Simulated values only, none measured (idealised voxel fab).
Process module, titled voxel self aligned vias
cross-section cut | 155 nm wide | cells 5 nm
A cross-section in this document is a grid of square cells, and it is written down as bands, the top band listed before the ones below it; a band is made up of one or more rows of cells. Per band: top height and bottom height in nm, followed by the left-to-right materials and their widths in nm; "edge to edge" marks a single material spanning edge to edge, "blank" marks empty space. Height is counted from the level 0, under which the received wafer is composed throughout of one material. The lowest of the bands is not closed at the bottom but continues downward, in the notation "0 nm and below". Graded width ("30->40"): value in top row of band = first number; value in bottom row = second number; row-to-row change constant. "nothing altered" (step): cross-section cells unchanged, all of them. Entry "Fully sealed cavities". Content: empty spaces with no open connection to the top, size 8 cells or greater. Each: width x height at distance. Distance: from left edge. Unit: nm. Whatever follows a step's settings on its line is a remark the simulator itself makes about that step. "overlay nm" on a masked step: distance the mask lay right of its planned place, negative for left.
Planned step list for the process
- 1: RECEIVE [material Si]
- 2: CONFORMAL_DEP [material SiO2] [thk nm 15]
- 3: CONFORMAL_DEP [material SiCN] [thk nm 5]
- 4: DIRECTIONAL_DEP [material lowk] [thk nm 30]
- 5: MASKED_ETCH [tone open] [mask id LINES] [width nm 30] [pitch nm 60] [etch materials lowk] [depth nm 30] [overlay nm 0]
- 6: CONFORMAL_DEP [material TiN] [thk nm 5]
- 7: FILL_DEP [material W] [thk nm 5]
- 8: CMP [height nm 50]
- 9: SELECTIVE_ETCH [etch materials W Ru TiN] [depth nm 5]
- 10: FILL_DEP [material SiN] [thk nm 10]
- 11: CMP [height nm 50]
- 12: DIRECTIONAL_DEP [material lowk] [thk nm 20]
- 13: DIRECTIONAL_DEP [material aC] [thk nm 10]
- 14: PATTERN [tone open] [mask id VIAS] [material resist] [width nm 40] [pitch nm 60] [thk nm 25] [overlay nm 0]
- 15: DIRECTIONAL_ETCH [etch materials aC] [depth nm 10]
- 16: STRIP [etch materials resist]
- 17: DIRECTIONAL_ETCH [etch materials lowk] [depth nm 20]
- 18: DIRECTIONAL_ETCH [etch materials SiN] [depth nm 5]
- 19: STRIP [etch materials aC]
- 20: CONFORMAL_DEP [material TiN] [thk nm 5]
- 21: FILL_DEP [material Ru] [thk nm 5]
- 22: CMP [height nm 70]
- 23: CONFORMAL_DEP [material SiN] [thk nm 5]
On the first of the two wafers: run conducted according to plan
Cross-section of the wafer upon arrival, representing the state reached after step 1
    0 nm and below | Si edge to edge
    Fully sealed cavities: none
You're looking at a cross-section of the wafer after step 2
    15 nm to 0 nm | SiO2 edge to edge
    Note: structure below 0 unchanged.
You're looking at a cross-section of the wafer after step 3
    20 nm to 15 nm | SiCN edge to edge
    Note: structure below 15 unchanged.
You're looking at a cross-section of the wafer after step 4
    50 nm to 20 nm | lowk edge to edge
    Note: structure below 20 unchanged.
You're looking at a cross-section of the wafer after step 5
    50 nm to 20 nm | lowk 30 | blank 30 | lowk 30 | blank 30 | lowk 35
    Note: structure below 20 unchanged.
You're looking at a cross-section of the wafer after step 6
    55 nm to 50 nm | TiN 35 | blank 20 | TiN 40 | blank 20 | TiN 40
    50 nm to 25 nm | lowk 30 | TiN 5 | blank 20 | TiN 5 | lowk 30 | TiN 5 | blank 20 | TiN 5 | lowk 35
    25 nm to 20 nm | lowk 30 | TiN 30 | lowk 30 | TiN 30 | lowk 35
    Note: structure below 20 unchanged.
You're looking at a cross-section of the wafer after step 7
    60 nm to 55 nm | W edge to edge
    55 nm to 50 nm | TiN 35 | W 20 | TiN 40 | W 20 | TiN 40
    50 nm to 25 nm | lowk 30 | TiN 5 | W 20 | TiN 5 | lowk 30 | TiN 5 | W 20 | TiN 5 | lowk 35
    Note: structure below 25 unchanged.
You're looking at a cross-section of the wafer after step 8
    50 nm to 25 nm | lowk 30 | TiN 5 | W 20 | TiN 5 | lowk 30 | TiN 5 | W 20 | TiN 5 | lowk 35
    Note: structure below 25 unchanged.
You're looking at a cross-section of the wafer after step 9
    50 nm to 45 nm | lowk 30 | blank 30 | lowk 30 | blank 30 | lowk 35
    Note: structure below 45 unchanged.
You're looking at a cross-section of the wafer after step 10
    60 nm to 50 nm | SiN edge to edge
    50 nm to 45 nm | lowk 30 | SiN 30 | lowk 30 | SiN 30 | lowk 35
    Note: structure below 45 unchanged.
You're looking at a cross-section of the wafer after step 11
    50 nm to 45 nm | lowk 30 | SiN 30 | lowk 30 | SiN 30 | lowk 35
    Note: structure below 45 unchanged.
You're looking at a cross-section of the wafer after step 12
    70 nm to 50 nm | lowk edge to edge
    Note: structure below 50 unchanged.
You're looking at a cross-section of the wafer after step 13
    80 nm to 70 nm | aC edge to edge
    Note: structure below 70 unchanged.
You're looking at a cross-section of the wafer after step 14
    105 nm to 80 nm | resist 25 | blank 40 | resist 20 | blank 40 | resist 30
    Note: structure below 80 unchanged.
You're looking at a cross-section of the wafer after step 15
    95 nm to 80 nm | resist 25 | blank 40 | resist 20 | blank 40 | resist 30
    80 nm to 70 nm | aC 25 | blank 40 | aC 20 | blank 40 | aC 30
    Note: structure below 70 unchanged.
You're looking at a cross-section of the wafer after step 16
    80 nm to 70 nm | aC 25 | blank 40 | aC 20 | blank 40 | aC 30
    Note: structure below 70 unchanged.
You're looking at a cross-section of the wafer after step 17
    80 nm to 70 nm | aC 25 | blank 40 | aC 20 | blank 40 | aC 30
    70 nm to 50 nm | lowk 25 | blank 40 | lowk 20 | blank 40 | lowk 30
    Note: structure below 50 unchanged.
You're looking at a cross-section of the wafer after step 18
    80 nm to 70 nm | aC 25 | blank 40 | aC 20 | blank 40 | aC 30
    70 nm to 50 nm | lowk 25 | blank 40 | lowk 20 | blank 40 | lowk 30
    50 nm to 45 nm | lowk 30 | blank 30 | lowk 30 | blank 30 | lowk 35
    Note: structure below 45 unchanged.
You're looking at a cross-section of the wafer after step 19
    70 nm to 50 nm | lowk 25 | blank 40 | lowk 20 | blank 40 | lowk 30
    Note: structure below 50 unchanged.
You're looking at a cross-section of the wafer after step 20
    75 nm to 70 nm | TiN 30 | blank 30 | TiN 30 | blank 30 | TiN 35
    70 nm to 55 nm | lowk 25 | TiN 5 | blank 30 | TiN 5 | lowk 20 | TiN 5 | blank 30 | TiN 5 | lowk 30
    55 nm to 50 nm | lowk 25 | TiN 10 | blank 20 | TiN 10 | lowk 20 | TiN 10 | blank 20 | TiN 10 | lowk 30
    50 nm to 45 nm | lowk 30 | TiN 30 | lowk 30 | TiN 30 | lowk 35
    Note: structure below 45 unchanged.
You're looking at a cross-section of the wafer after step 21
    80 nm to 75 nm | Ru edge to edge
    75 nm to 70 nm | TiN 30 | Ru 30 | TiN 30 | Ru 30 | TiN 35
    70 nm to 55 nm | lowk 25 | TiN 5 | Ru 30 | TiN 5 | lowk 20 | TiN 5 | Ru 30 | TiN 5 | lowk 30
    55 nm to 50 nm | lowk 25 | TiN 10 | Ru 20 | TiN 10 | lowk 20 | TiN 10 | Ru 20 | TiN 10 | lowk 30
    Note: structure below 50 unchanged.
You're looking at a cross-section of the wafer after step 22
    70 nm to 55 nm | lowk 25 | TiN 5 | Ru 30 | TiN 5 | lowk 20 | TiN 5 | Ru 30 | TiN 5 | lowk 30
    Note: structure below 55 unchanged.
You're looking at a cross-section of the wafer after step 23
    75 nm to 70 nm | SiN edge to edge
    Note: structure below 70 unchanged.
Second wafer. Start and plan as for the first. One mistake made in running. Agrees with the first up to and including step 4
Cross-section of the second wafer corresponding to the planned conclusion of step 5
    50 nm to 20 nm | lowk 25 | blank 40 | lowk 20 | blank 40 | lowk 30
    Note: structure below 20 unchanged.
Cross-section of the second wafer corresponding to the planned conclusion of step 6
    55 nm to 50 nm | TiN 30 | blank 30 | TiN 30 | blank 30 | TiN 35
    50 nm to 25 nm | lowk 25 | TiN 5 | blank 30 | TiN 5 | lowk 20 | TiN 5 | blank 30 | TiN 5 | lowk 30
    25 nm to 20 nm | lowk 25 | TiN 40 | lowk 20 | TiN 40 | lowk 30
    Note: structure below 20 unchanged.
Cross-section of the second wafer corresponding to the planned conclusion of step 7
    60 nm to 55 nm | W edge to edge
    55 nm to 50 nm | TiN 30 | W 30 | TiN 30 | W 30 | TiN 35
    50 nm to 25 nm | lowk 25 | TiN 5 | W 30 | TiN 5 | lowk 20 | TiN 5 | W 30 | TiN 5 | lowk 30
    Note: structure below 25 unchanged.
Cross-section of the second wafer corresponding to the planned conclusion of step 8
    50 nm to 25 nm | lowk 25 | TiN 5 | W 30 | TiN 5 | lowk 20 | TiN 5 | W 30 | TiN 5 | lowk 30
    Note: structure below 25 unchanged.
Cross-section of the second wafer corresponding to the planned conclusion of step 9
    50 nm to 45 nm | lowk 25 | blank 40 | lowk 20 | blank 40 | lowk 30
    Note: structure below 45 unchanged.
Cross-section of the second wafer corresponding to the planned conclusion of step 10
    60 nm to 50 nm | SiN edge to edge
    50 nm to 45 nm | lowk 25 | SiN 40 | lowk 20 | SiN 40 | lowk 30
    Note: structure below 45 unchanged.
Cross-section of the second wafer corresponding to the planned conclusion of step 11
    50 nm to 45 nm | lowk 25 | SiN 40 | lowk 20 | SiN 40 | lowk 30
    Note: structure below 45 unchanged.
Cross-section of the second wafer corresponding to the planned conclusion of step 12
    70 nm to 50 nm | lowk edge to edge
    Note: structure below 50 unchanged.
Cross-section of the second wafer corresponding to the planned conclusion of step 13
    80 nm to 70 nm | aC edge to edge
    Note: structure below 70 unchanged.
Cross-section of the second wafer corresponding to the planned conclusion of step 14
    105 nm to 80 nm | resist 25 | blank 40 | resist 20 | blank 40 | resist 30
    Note: structure below 80 unchanged.
Cross-section of the second wafer corresponding to the planned conclusion of step 15
    95 nm to 80 nm | resist 25 | blank 40 | resist 20 | blank 40 | resist 30
    80 nm to 70 nm | aC 25 | blank 40 | aC 20 | blank 40 | aC 30
    Note: structure below 70 unchanged.
Cross-section of the second wafer corresponding to the planned conclusion of step 16
    80 nm to 70 nm | aC 25 | blank 40 | aC 20 | blank 40 | aC 30
    Note: structure below 70 unchanged.
Cross-section of the second wafer corresponding to the planned conclusion of step 17
    80 nm to 70 nm | aC 25 | blank 40 | aC 20 | blank 40 | aC 30
    70 nm to 50 nm | lowk 25 | blank 40 | lowk 20 | blank 40 | lowk 30
    Note: structure below 50 unchanged.
Cross-section of the second wafer corresponding to the planned conclusion of step 18
    80 nm to 70 nm | aC 25 | blank 40 | aC 20 | blank 40 | aC 30
    70 nm to 45 nm | lowk 25 | blank 40 | lowk 20 | blank 40 | lowk 30
    Note: structure below 45 unchanged.
Cross-section of the second wafer corresponding to the planned conclusion of step 19
    70 nm to 45 nm | lowk 25 | blank 40 | lowk 20 | blank 40 | lowk 30
    Note: structure below 45 unchanged.
Cross-section of the second wafer corresponding to the planned conclusion of step 20
    75 nm to 70 nm | TiN 30 | blank 30 | TiN 30 | blank 30 | TiN 35
    70 nm to 50 nm | lowk 25 | TiN 5 | blank 30 | TiN 5 | lowk 20 | TiN 5 | blank 30 | TiN 5 | lowk 30
    50 nm to 45 nm | lowk 25 | TiN 40 | lowk 20 | TiN 40 | lowk 30
    Note: structure below 45 unchanged.
Cross-section of the second wafer corresponding to the planned conclusion of step 21
    80 nm to 75 nm | Ru edge to edge
    75 nm to 70 nm | TiN 30 | Ru 30 | TiN 30 | Ru 30 | TiN 35
    70 nm to 50 nm | lowk 25 | TiN 5 | Ru 30 | TiN 5 | lowk 20 | TiN 5 | Ru 30 | TiN 5 | lowk 30
    Note: structure below 50 unchanged.
Cross-section of the second wafer corresponding to the planned conclusion of step 22
    70 nm to 50 nm | lowk 25 | TiN 5 | Ru 30 | TiN 5 | lowk 20 | TiN 5 | Ru 30 | TiN 5 | lowk 30
    Note: structure below 50 unchanged.
Cross-section of the second wafer corresponding to the planned conclusion of step 23
    75 nm to 70 nm | SiN edge to edge
    Note: structure below 70 unchanged.
Heads up, the wafer didn't run the way we planned it: step 5 did not use the planned setting and instead ran as MASKED_ETCH [tone open] [mask id LINES] [width nm 40] [pitch nm 60] [etch materials lowk] [depth nm 30] [overlay nm 0]
Final cells, second wafer relative to first, materials higher or lower: +4 Ru; +4 TiN; +16 W; -24 lowk
